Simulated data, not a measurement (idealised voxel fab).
process module | voxel air gaps
cross-section cut | 275 nm wide | cells 5 nm
A cross-section is a grid of square cells, given in bands from the top down. A band is one or more rows of cells.
Each band's line starts with the height of the band's top and of its bottom, in nm. Then come its materials from left to right, each with its width in nm. One material with "throughout" fills the band from edge to edge. "air" is empty space.
Height 0 is the level under which the wafer as received is all one material. The lowest band goes on downwards, as in "0 down".
A width such as "30 to 40" changes by the same amount from each row of cells to the next, from the band's top row to its bottom row.
"no change" after a step means that no cell of the cross-section changed.
closed voids: empty space of 8 cells or more with no open way to the top, each as width x height at its distance from the left edge, in nm
after a step's settings: what the simulator itself notes on the step
overlay nm, on a step with a mask: how far to the right of its planned place the mask lay; to the left if negative
plan
1 op RECEIVE | material Si
2 op CONFORMAL_DEP | material SiO2 | thk nm 10
3 op CONFORMAL_DEP | material SiCN | thk nm 5
4 op DIRECTIONAL_DEP | material SiO2 | thk nm 35
5 op PATTERN | tone open | mask id LINES | material resist | width nm 20 | pitch nm 50 | thk nm 20 | overlay nm 0
6 op DIRECTIONAL_ETCH | etch materials SiO2 | depth nm 35
7 op STRIP | etch materials resist
8 op CONFORMAL_DEP | material TiN | thk nm 5
9 op FILL_DEP | material Cu | thk nm 10
10 op CMP | height nm 50
11 op EPI | material Ru | thk nm 10
12 op SELECTIVE_ETCH | etch materials SiO2 | depth nm 45
13 op CONFORMAL_DEP | material SiCN | thk nm 5
as received, after step 1
  0 down: Si throughout
  closed voids: none
first wafer at the end, as planned
  65 to 60: air 60 | SiCN 150 | air 65
  60 to 50: air 60 | SiCN 5 | Ru 40 | SiCN 10 | Ru 40 | SiCN 10 | Ru 40 | SiCN 5 | air 65
  50 to 45: air 60 | SiCN 15 | TiN 5 | Cu 10 | TiN 5 | SiCN 30 | TiN 5 | Cu 10 | TiN 5 | SiCN 30 | TiN 5 | Cu 10 | TiN 5 | SiCN 15 | air 65
  45 to 20: air 70 | SiCN 5 | TiN 5 | Cu 10 | TiN 5 | SiCN 5 | air 20 | SiCN 5 | TiN 5 | Cu 10 | TiN 5 | SiCN 5 | air 20 | SiCN 5 | TiN 5 | Cu 10 | TiN 5 | SiCN 5 | air 75
  20 to 15: SiCN 75 | TiN 20 | SiCN 30 | TiN 20 | SiCN 30 | TiN 20 | SiCN 80
  15 to 10: SiCN throughout
  10 to 0: SiO2 throughout
  0 down: Si throughout
  closed voids: 20 x 25 at 100; 20 x 25 at 150
second wafer at the end: like start, like plan, one mistake
  65 to 60: air 50 | SiCN 150 | air 75
  60 to 50: air 50 | SiCN 5 | Ru 40 | SiCN 10 | Ru 40 | SiCN 10 | Ru 40 | SiCN 5 | air 75
  50 to 45: air 50 | SiCN 15 | TiN 5 | Cu 10 | TiN 5 | SiCN 30 | TiN 5 | Cu 10 | TiN 5 | SiCN 30 | TiN 5 | Cu 10 | TiN 5 | SiCN 15 | air 75
  45 to 20: air 60 | SiCN 5 | TiN 5 | Cu 10 | TiN 5 | SiCN 5 | air 20 | SiCN 5 | TiN 5 | Cu 10 | TiN 5 | SiCN 5 | air 20 | SiCN 5 | TiN 5 | Cu 10 | TiN 5 | SiCN 5 | air 85
  20 to 15: SiCN 65 | TiN 20 | SiCN 30 | TiN 20 | SiCN 30 | TiN 20 | SiCN 90
  15 to 10: SiCN throughout
  10 to 0: SiO2 throughout
  0 down: Si throughout
  closed voids: 20 x 25 at 90; 20 x 25 at 140
what went wrong: step 5 ran as: op PATTERN | tone open | mask id LINES | material resist | width nm 20 | pitch nm 50 | thk nm 20 | overlay nm -10
at the end the second wafer has, in cells: as many of each material as the first, in other places
